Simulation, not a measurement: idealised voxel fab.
The following is a process module called voxel capacitor over wiring.
The figure presents cross-section cut, which has a width of 295 nm and is divided into square cells with an edge length of 5 nm.
Square cells in a grid make up a cross-section in this document, and the grid is given as bands, listed from the top down, each one or more rows of cells.
Basically the band line says how high the top is and how high the bottom is, in nm, and then what's in it from left to right, every material with its width in nm. Empty space shows up as "air", and if a single material carries "everywhere" it runs the full band edge to edge.
Ref level 0: as-received wafer is one material below here. Bottom band extends down with no lower bound ("top 0, no bottom").
Width spec "30..40" -> top row of cells at first value, bottom row at second value, equal per-row change in between.
"remained unchanged" means the step left every cell of the cross-section as it was.
Closed empty spaces (no open way to the top) of 8 cells or more are what "Closed cavity list" lists, each as width x height at distance from the left edge, nm for all three.
It should be noted that, on the line of a given step, the content following the step's settings is a remark produced by the simulator itself with respect to that step.
overlay nm: for a step with a mask, the amount by which the mask lay right of where it was planned; a negative amount means left of it.

**Process steps (planned)**
| 1 | RECEIVE with material Si |
| 2 | CONFORMAL_DEP with material SiO2, thk nm 10 |
| 3 | CONFORMAL_DEP with material SiN, thk nm 5 |
| 4 | DIRECTIONAL_DEP with material lowk, thk nm 25 |
| 5 | MASKED_ETCH with tone open, mask id METAL_1, width nm 20, pitch nm 85, etch materials lowk, depth nm 25, overlay nm 0 |
| 6 | MASKED_ETCH with tone open, mask id METAL_1, width nm 20, pitch nm 85, etch materials SiN, depth nm 5, overlay nm 0 |
| 7 | CONFORMAL_DEP with material TiN, thk nm 5 |
| 8 | FILL_DEP with material Cu, thk nm 5 |
| 9 | CMP with height nm 40 |
| 10 | CONFORMAL_DEP with material SiCN, thk nm 5 |
| 11 | DIRECTIONAL_DEP with material lowk, thk nm 10 |
| 12 | MASKED_ETCH with tone open, mask id PLUG_1, width nm 15, etch materials lowk, depth nm 10, overlay nm 0 |
| 13 | MASKED_ETCH with tone open, mask id PLUG_1, width nm 15, etch materials SiCN, depth nm 5, overlay nm 0 |
| 14 | EPI with material Ru, thk nm 10 |
| 15 | EPI with material Ru, thk nm 5 |
| 16 | DIRECTIONAL_DEP with material TiN, thk nm 10 |
| 17 | DIRECTIONAL_DEP with material SiN, thk nm 5 |
| 18 | DIRECTIONAL_DEP with material TiN, thk nm 5 |
| 19 | DIRECTIONAL_DEP with material aC, thk nm 15 |
| 20 | PATTERN with tone cover, mask id UPPER_PLATE, material resist, width nm 70, thk nm 30, overlay nm 0 |
| 21 | DIRECTIONAL_ETCH with etch materials aC, depth nm 15 |
| 22 | STRIP with etch materials resist |
| 23 | DIRECTIONAL_ETCH with etch materials TiN, depth nm 5 |
| 24 | DIRECTIONAL_ETCH with etch materials SiN, depth nm 5 |
| 25 | STRIP with etch materials aC |
| 26 | DIRECTIONAL_DEP with material aC, thk nm 15 |
| 27 | PATTERN with tone cover, mask id LOWER_PLATE, material resist, width nm 80, thk nm 30, overlay nm 0 |
| 28 | DIRECTIONAL_ETCH with etch materials aC, depth nm 15 |
| 29 | STRIP with etch materials resist |
| 30 | DIRECTIONAL_ETCH with etch materials TiN, depth nm 10 |
| 31 | STRIP with etch materials aC |
| 32 | FILL_DEP with material SiO2, thk nm 15 |
| 33 | CMP with height nm 85 |
| 34 | PATTERN with tone open, mask id PLUG_2, material resist, width nm 15, thk nm 15, overlay nm 0 |
| 35 | DIRECTIONAL_ETCH with etch materials SiO2, depth nm 10 |
| 36 | STRIP with etch materials resist |
| 37 | CONFORMAL_DEP with material TiN, thk nm 5 |
| 38 | FILL_DEP with material W, thk nm 5 |
| 39 | CMP with height nm 85 |
| 40 | CONFORMAL_DEP with material SiCN, thk nm 5 |

**Wafer cross-section on receipt, i.e. after step 1**
top 0, no bottom: Si everywhere
Closed cavity list: none

**Sectioned view, first of two wafers, at the close of the module, processed as intended in the plan**
top 90, bottom 85: SiCN everywhere
top 85, bottom 80: SiO2 (110), then TiN (5), then W (5), then TiN (5), then SiO2 (170)
top 80, bottom 70: SiO2 (110..100), then TiN (15..70), then SiO2 (170..125)
top 70, bottom 65: SiO2 (100), then SiN (70), then SiO2 (125)
top 65, bottom 55: SiO2 (95), then TiN (80), then SiO2 (120)
top 55, bottom 45: lowk (100), then Ru (15), then lowk (180)
top 45, bottom 40: SiCN (100), then Ru (15), then SiCN (180)
top 40, bottom 15: lowk (95), then TiN (5), then Cu (10), then TiN (5), then lowk (65), then TiN (5), then Cu (10), then TiN (5), then lowk (95)
top 15, bottom 10: SiN (95), then TiN (20), then SiN (65), then TiN (20), then SiN (95)
top 10, bottom 0: SiO2 everywhere
top 0, no bottom: Si everywhere
Closed cavity list: none

**second wafer at the end: like start, like plan, one mistake**
top 90, bottom 85: SiCN everywhere
top 85, bottom 80: SiO2 (110), then TiN (5), then W (5), then TiN (5), then SiO2 (170)
top 80, bottom 75: SiO2 (110), then TiN (15), then SiO2 (170)
top 75, bottom 70: SiO2 (95), then TiN (5), then SiO2 (70), then TiN (5), then SiO2 (120)
top 70, bottom 65: SiN (100), then SiO2 (70), then SiN (125)
top 65, bottom 55: TiN everywhere
top 55, bottom 45: lowk (100), then Ru (15), then lowk (180)
top 45, bottom 40: SiCN (100), then Ru (15), then SiCN (180)
top 40, bottom 15: lowk (95), then TiN (5), then Cu (10), then TiN (5), then lowk (65), then TiN (5), then Cu (10), then TiN (5), then lowk (95)
top 15, bottom 10: SiN (95), then TiN (20), then SiN (65), then TiN (20), then SiN (95)
top 10, bottom 0: SiO2 everywhere
top 0, no bottom: Si everywhere
Closed cavity list: none
Here's what went sideways: step 20 off recipe, ran as PATTERN with tone open, mask id UPPER_PLATE, material resist, width nm 70, thk nm 30, overlay nm 0
Wafer comparison, final, in cells, second relative to first, materials more or fewer: SiN +31; SiO2 -105; TiN +74
